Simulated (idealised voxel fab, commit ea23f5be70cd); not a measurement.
Presented below is a process module, voxel wiring stack.
In the cross-section labelled cut, the width is 140 nm and each square cell is 5 nm.
Cross-section, as written here: a square-cell grid given band by band from the top down, where a band holds one or more rows of cells.
Each band's line starts with the height of the band's top and of its bottom, in nm. Then come its materials from left to right, each with its width in nm. One material with "full width" fills the band from edge to edge. "blank" is empty space.
Note: height 0 marks the level under which the wafer is uniformly one material as received. Lowest band unbounded below, written "0 nm and below".
When a width is written as two numbers, as in "30->40", the first number is the width in the top row of cells of the band and the second is the width in its bottom row, and the width changes by the same amount from each row to the next.
Where the words "nothing different" appear for a step, the cross-section shows no cell changed by that step; every cell remained as before.
Closed-off voids of 8+ cells (no open route to the top) go in "Enclosed cavity list", written width x height at distance from the left edge, in nm.
Anything after a step's settings on that line? It's the simulator's own note about the step.
The line of a step may include "overlay nm". On a step with a mask, this value is how far to the right of its planned place the mask lay. A negative value means the mask lay to the left.
-- Below is the list of planned process steps
| 1 | RECEIVE,material Si |
| 2 | CONFORMAL_DEP,material SiO2,thk nm 10 |
| 3 | DIRECTIONAL_DEP,material TiN,thk nm 5 |
| 4 | DIRECTIONAL_DEP,material W,thk nm 20 |
| 5 | PATTERN,tone cover,mask id METAL_1,material resist,width nm 25,pitch nm 55,thk nm 15,overlay nm 0 |
| 6 | DIRECTIONAL_ETCH,etch materials W,depth nm 20 |
| 7 | DIRECTIONAL_ETCH,etch materials TiN,depth nm 5 |
| 8 | STRIP,etch materials resist |
| 9 | CONFORMAL_DEP,material SiCN,thk nm 5 |
| 10 | FILL_DEP,material lowk,thk nm 5 |
| 11 | CMP,height nm 35 |
| 12 | CONFORMAL_DEP,material SiCN,thk nm 5 |
| 13 | DIRECTIONAL_DEP,material lowk,thk nm 20 |
| 14 | PATTERN,tone open,mask id PLUG_1,material resist,width nm 15,pitch nm 55,thk nm 15,overlay nm 0 |
| 15 | DIRECTIONAL_ETCH,etch materials lowk,depth nm 20 |
| 16 | DIRECTIONAL_ETCH,etch materials SiCN,depth nm 5 |
| 17 | STRIP,etch materials resist |
| 18 | CONFORMAL_DEP,material TiN,thk nm 5 |
| 19 | FILL_DEP,material Cu,thk nm 5 |
| 20 | CMP,height nm 60 |
| 21 | DIRECTIONAL_DEP,material TiN,thk nm 5 |
| 22 | DIRECTIONAL_DEP,material Ru,thk nm 20 |
| 23 | PATTERN,tone cover,mask id METAL_2,material resist,width nm 25,pitch nm 55,thk nm 20,overlay nm 0 |
| 24 | DIRECTIONAL_ETCH,etch materials Ru,depth nm 20 |
| 25 | DIRECTIONAL_ETCH,etch materials TiN,depth nm 5 |
| 26 | STRIP,etch materials resist |
| 27 | CONFORMAL_DEP,material SiCN,thk nm 5 |
| 28 | FILL_DEP,material SiO2,thk nm 10 |
| 29 | CMP,height nm 85 |
| 30 | CONFORMAL_DEP,material SiCN,thk nm 5 |
| 31 | DIRECTIONAL_DEP,material lowk,thk nm 35 |
| 32 | DIRECTIONAL_DEP,material aC,thk nm 10 |
| 33 | PATTERN,tone open,mask id METAL_3_HOLES,material resist,width nm 15,thk nm 25,overlay nm 0 |
| 34 | DIRECTIONAL_ETCH,etch materials aC,depth nm 10 |
| 35 | STRIP,etch materials resist |
| 36 | DIRECTIONAL_ETCH,etch materials lowk,depth nm 35 |
| 37 | STRIP,etch materials aC |
| 38 | PATTERN,tone open,mask id METAL_3,material resist,width nm 15,pitch nm 55,thk nm 15,overlay nm 0 |
| 39 | DIRECTIONAL_ETCH,etch materials lowk,depth nm 20 |
| 40 | DIRECTIONAL_ETCH,etch materials SiCN,depth nm 5 |
| 41 | STRIP,etch materials resist |
| 42 | CONFORMAL_DEP,material TiN,thk nm 5 |
| 43 | FILL_DEP,material Cu,thk nm 10 |
| 44 | CMP,height nm 125 |
| 45 | CONFORMAL_DEP,material SiCN,thk nm 5 |
All wafers enter the flow in the same state. The width nm at step 38 differs from wafer to wafer, and the plan gives the value for the first wafer.
-- Received wafers, first of several: cross-section after step 1
* 0 nm and below = Si full width
* Enclosed cavity list: none
-- Row per wafer, end-of-module: cell gain (+)/loss (-) by material since the wafer came in, then closed voids
width nm 15, +20 Cu, +40 Ru, +144 SiCN, +112 SiO2, +69 TiN, +40 W, +303 lowk, Enclosed cavity list: none
width nm 20, +26 Cu, +40 Ru, +144 SiCN, +112 SiO2, +71 TiN, +40 W, +295 lowk, Enclosed cavity list: none
width nm 25, +30 Cu, +40 Ru, +143 SiCN, +112 SiO2, +72 TiN, +40 W, +291 lowk, Enclosed cavity list: none
width nm 30, +36 Cu, +40 Ru, +143 SiCN, +112 SiO2, +74 TiN, +40 W, +283 lowk, Enclosed cavity list: none
width nm 35, +42 Cu, +40 Ru, +143 SiCN, +112 SiO2, +76 TiN, +40 W, +275 lowk, Enclosed cavity list: none
width nm 40, +48 Cu, +40 Ru, +143 SiCN, +112 SiO2, +78 TiN, +40 W, +267 lowk, Enclosed cavity list: none
